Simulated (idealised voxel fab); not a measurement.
process module | voxel quadruple lines
cross-section cut | 270 nm wide | cells 5 nm
A cross-section is a grid of square cells, given in bands from the top down. A band is one or more rows of cells.
Each band's line starts with the height of the band's top and of its bottom, in nm. Then come its materials from left to right, each with its width in nm. One material with "throughout" fills the band from edge to edge. "air" is empty space.
Height 0 is the level under which the wafer as received is all one material. The lowest band goes on downwards, as in "0 down".
A width such as "30 to 40" changes by the same amount from each row of cells to the next, from the band's top row to its bottom row.
"no change" after a step means that no cell of the cross-section changed.
closed voids: empty space of 8 cells or more with no open way to the top, each as width x height at its distance from the left edge, in nm
after a step's settings: what the simulator itself notes on the step
overlay nm, on a step with a mask: how far to the right of its planned place the mask lay; to the left if negative
plan
1 op RECEIVE | material Si
2 op CONFORMAL_DEP | material SiO2 | thk nm 10
3 op DIRECTIONAL_DEP | material Ru | thk nm 10
4 op DIRECTIONAL_DEP | material polySi | thk nm 15
5 op DIRECTIONAL_DEP | material aC | thk nm 25
6 op PATTERN | tone cover | mask id MANDREL | material resist | width nm 20 | pitch nm 80 | thk nm 30 | overlay nm 0
7 op DIRECTIONAL_ETCH | etch materials aC | depth nm 25
8 op STRIP | etch materials resist
9 op CONFORMAL_DEP | material SiO2 | thk nm 10
10 op DIRECTIONAL_ETCH | etch materials SiO2 | depth nm 10
11 op STRIP | etch materials aC
12 op DIRECTIONAL_ETCH | etch materials polySi | depth nm 15
13 op STRIP | etch materials SiO2
14 op CONFORMAL_DEP | material SiCN | thk nm 10
15 op DIRECTIONAL_ETCH | etch materials SiCN | depth nm 10
16 op STRIP | etch materials polySi
17 op DIRECTIONAL_ETCH | etch materials Ru | depth nm 10
18 op STRIP | etch materials SiCN
varied across the wafers: width nm of step 6. The plan shows the first wafer's value. All wafers start alike
first wafer as received, after step 1
  0 down: Si throughout
  closed voids: none
each wafer at the end: cells of each material gained (+) or lost (-) since it was received, then its closed voids
width nm 20 | +32 Ru | +108 SiO2 | closed voids: none
width nm 25 | +32 Ru | +108 SiO2 | closed voids: none
width nm 30 | +32 Ru | +108 SiO2 | closed voids: none
width nm 35 | +32 Ru | +108 SiO2 | closed voids: none
width nm 40 | +32 Ru | +108 SiO2 | closed voids: none
width nm 45 | +30 Ru | +108 SiO2 | closed voids: none
